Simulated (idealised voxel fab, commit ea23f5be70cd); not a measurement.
This is a process module. Its name is voxel gate over fins.
The cross-section shown here is cut; it is 230 nm wide and divided into square cells measuring 5 nm on a side.
Cross-section format: a grid of square cells, given as bands from top to bottom; each band is one or more rows of cells. Within each band entry, the heights of the top and of the bottom of the band appear first, in that order and in nm; the materials of the band then follow from left to right, each with its corresponding width in nm. The designation "everywhere" on a single material indicates that it fills the band from edge to edge; the designation "empty" indicates empty space. It should be noted that heights are counted from 0, beneath which the wafer as supplied is of one material throughout, and that the lowest band possesses no lower boundary but continues downward, as written in "0 and below". Think of "30 to 40" as a width that walks from the first number to the second as you go down the band, top row to bottom row, taking equal-sized steps from row to row. Basically "no change" means that step didn't change any cell in the cross-section. In the "Completely enclosed voids" entry, you get each enclosed empty space of 8 cells or more, one with no open way to the top, written width x height at distance, distance from the left edge, in nm. Where a step's line continues beyond its settings, the continuation is a remark by the simulator itself on that step. Among the settings permitted on a step's line is "overlay nm"; applied to a step with a mask, it specifies the extent to which the mask lay to the right of its planned position, whereas a negative figure signifies a position to the left.

List of planned process steps:
step 1: op RECEIVE | material Si
step 2: op CONFORMAL_DEP | material SiN | thk nm 10
step 3: op PATTERN | tone cover | mask id FINS | material resist | width nm 15 | pitch nm 35 | thk nm 15 | overlay nm 0
step 4: op DIRECTIONAL_ETCH | etch materials SiN | depth nm 10
step 5: op DIRECTIONAL_ETCH | etch materials Si | depth nm 30
step 6: op STRIP | etch materials resist
step 7: op OXIDIZE | depth nm 5
step 8: op FILL_DEP | material SiO2 | thk nm 15
step 9: op CMP | height nm 10
step 10: op SELECTIVE_ETCH | etch materials SiO2 | depth nm 20
step 11: op STRIP | etch materials SiN
step 12: op CONFORMAL_DEP | material HfO2 | thk nm 5
step 13: op CONFORMAL_DEP | material TiN | thk nm 5
step 14: op CONFORMAL_DEP | material TiAl | thk nm 5
step 15: op CONFORMAL_DEP | material TiN | thk nm 5
step 16: op FILL_DEP | material W | thk nm 10
step 17: op CMP | height nm 25
step 18: op CONFORMAL_DEP | material SiCN | thk nm 10

Received-state cross-section, reflecting completion of step 1:
- 0 and below | Si everywhere
- Completely enclosed voids: none

Post-module cross-section: identical start and plan to those above, one misstep in execution:
- 35 down to 25 | SiCN everywhere
- 25 down to 20 | W everywhere
- 20 down to 15 | 55 of W | 115 of TiN | 60 of W
- 15 down to 10 | 55 of W | 5 of TiN | 105 of TiAl | 5 of TiN | 60 of W
- 10 down to 5 | 55 of W | 5 of TiN | 5 of TiAl | 25 of TiN | 10 of TiAl | 25 of TiN | 10 of TiAl | 25 of TiN | 5 of TiAl | 5 of TiN | 60 of W
- 5 down to 0 | 55 of W | 5 of TiN | 5 of TiAl | 5 of TiN | 15 of HfO2 | 5 of TiN | 10 of TiAl | 5 of TiN | 15 of HfO2 | 5 of TiN | 10 of TiAl | 5 of TiN | 15 of HfO2 | 5 of TiN | 5 of TiAl | 5 of TiN | 60 of W
- 0 down to -10 | 55 of W | 5 of TiN | 5 of TiAl | 5 of TiN | 5 of HfO2 | 5 of Si | 5 of HfO2 | 5 of TiN | 10 of TiAl | 5 of TiN | 5 of HfO2 | 5 of Si | 5 of HfO2 | 5 of TiN | 10 of TiAl | 5 of TiN | 5 of HfO2 | 5 of Si | 5 of HfO2 | 5 of TiN | 5 of TiAl | 5 of TiN | 60 of W
- -10 down to -15 | 60 of TiN | 5 of TiAl | 5 of TiN | 5 of HfO2 | 5 of Si | 5 of HfO2 | 5 of TiN | 10 of TiAl | 5 of TiN | 5 of HfO2 | 5 of Si | 5 of HfO2 | 5 of TiN | 10 of TiAl | 5 of TiN | 5 of HfO2 | 5 of Si | 5 of HfO2 | 5 of TiN | 5 of TiAl | 65 of TiN
- -15 down to -20 | 65 of TiAl | 5 of TiN | 5 of HfO2 | 5 of Si | 5 of HfO2 | 5 of TiN | 10 of TiAl | 5 of TiN | 5 of HfO2 | 5 of Si | 5 of HfO2 | 5 of TiN | 10 of TiAl | 5 of TiN | 5 of HfO2 | 5 of Si | 5 of HfO2 | 5 of TiN | 70 of TiAl
- -20 down to -25 | 70 of TiN | 5 of HfO2 | 5 of Si | 5 of HfO2 | 20 of TiN | 5 of HfO2 | 5 of Si | 5 of HfO2 | 20 of TiN | 5 of HfO2 | 5 of Si | 5 of HfO2 | 75 of TiN
- -25 down to -30 | 75 of HfO2 | 5 of Si | 30 of HfO2 | 5 of Si | 30 of HfO2 | 5 of Si | 80 of HfO2
- -30 down to -35 | 75 of SiO2 | 5 of Si | 30 of SiO2 | 5 of Si | 30 of SiO2 | 5 of Si | 80 of SiO2
- -35 and below | Si everywhere
- Completely enclosed voids: none
Want to know what went wrong? step 10, plan: ran twice
